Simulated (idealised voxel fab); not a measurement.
Module name: voxel self aligned vias (process module)
It is cross-section cut that appears here, measuring 175 nm in width, its square cells being 5 nm in size.
If you're reading a cross-section in this doc, picture square cells in a grid; it comes to you as bands, top ones listed first down to the bottom, and a band can be one or more rows of cells. What a band's entry tells you: where the top is and where the bottom is, as heights in nm, and after that what lies inside, material by material from left to right, each with its width in nm. Empty space is written as the word "air", and a single material marked with the word "edge to edge" occupies the band from edge to edge. We count height from 0. Below that, the starting wafer is all one material. The lowest band never ends at the bottom but goes on down; see "0 nm and below" for how that is written. The two numbers in a width such as "30..40" mark its ends across the band: the first belongs to the top row of cells, the second to the bottom row, and from each row to the next the width moves by the same amount. Basically "changes: none" means that step didn't change any cell in the cross-section. Entry "Cavities, closed" = empty spaces >= 8 cells with no open way to the top; each as width x height at distance, distance from left edge, all nm. If you see something after the settings on a step's line, that's the simulator's own remark about that step. Each step line may optionally specify "overlay nm", which for a step with a mask gives the rightward distance between the mask's planned place and where it lay, a negative value indicating the leftward direction.
The planned process steps are enumerated hereunder
1 op RECEIVE | material Si
2 op CONFORMAL_DEP | material SiO2 | thk nm 15
3 op CONFORMAL_DEP | material SiCN | thk nm 5
4 op DIRECTIONAL_DEP | material lowk | thk nm 30
5 op DIRECTIONAL_DEP | material aC | thk nm 15
6 op PATTERN | tone open | mask id LINES | material resist | width nm 25 | pitch nm 65 | thk nm 35 | overlay nm 0
7 op DIRECTIONAL_ETCH | etch materials aC | depth nm 15
8 op STRIP | etch materials resist
9 op DIRECTIONAL_ETCH | etch materials lowk | depth nm 30
10 op STRIP | etch materials aC
11 op CONFORMAL_DEP | material TiN | thk nm 5
12 op FILL_DEP | material W | thk nm 5
13 op CMP | height nm 50
14 op SELECTIVE_ETCH | etch materials W Ru TiN | depth nm 10
15 op FILL_DEP | material SiN | thk nm 10
16 op CMP | height nm 50
17 op DIRECTIONAL_DEP | material lowk | thk nm 20
18 op DIRECTIONAL_DEP | material aC | thk nm 10
19 op PATTERN | tone open | mask id VIAS | material resist | width nm 25 | thk nm 30 | overlay nm 0
20 op DIRECTIONAL_ETCH | etch materials aC | depth nm 10
21 op STRIP | etch materials resist
22 op DIRECTIONAL_ETCH | etch materials lowk | depth nm 20
23 op DIRECTIONAL_ETCH | etch materials SiN | depth nm 10
24 op STRIP | etch materials aC
25 op CONFORMAL_DEP | material TiN | thk nm 5
26 op FILL_DEP | material W | thk nm 10
27 op CMP | height nm 70
28 op CONFORMAL_DEP | material SiN | thk nm 5
The value of width nm given for step 19 in the plan refers to the first wafer; the wafers vary in this setting and are alike at the start.
Cross-section of the first of several wafers on receipt, reflecting completion of step 1
    0 nm and below | Si edge to edge
    Cavities, closed: none
The following table contains a row per wafer, in which are reported, at the conclusion of the module, the cells of each material gained (+) or lost (-) since the wafer's receipt, with its closed voids given thereafter
width nm 25 | +35 SiCN | +45 SiN | +105 SiO2 | +37 TiN | +33 W | +270 lowk | Cavities, closed: none
width nm 30 | +35 SiCN | +45 SiN | +105 SiO2 | +38 TiN | +36 W | +266 lowk | Cavities, closed: none
width nm 35 | +35 SiCN | +45 SiN | +105 SiO2 | +39 TiN | +39 W | +262 lowk | Cavities, closed: none
width nm 40 | +35 SiCN | +45 SiN | +105 SiO2 | +40 TiN | +42 W | +258 lowk | Cavities, closed: none
width nm 45 | +35 SiCN | +45 SiN | +105 SiO2 | +41 TiN | +45 W | +254 lowk | Cavities, closed: none
width nm 50 | +35 SiCN | +45 SiN | +105 SiO2 | +42 TiN | +48 W | +250 lowk | Cavities, closed: none
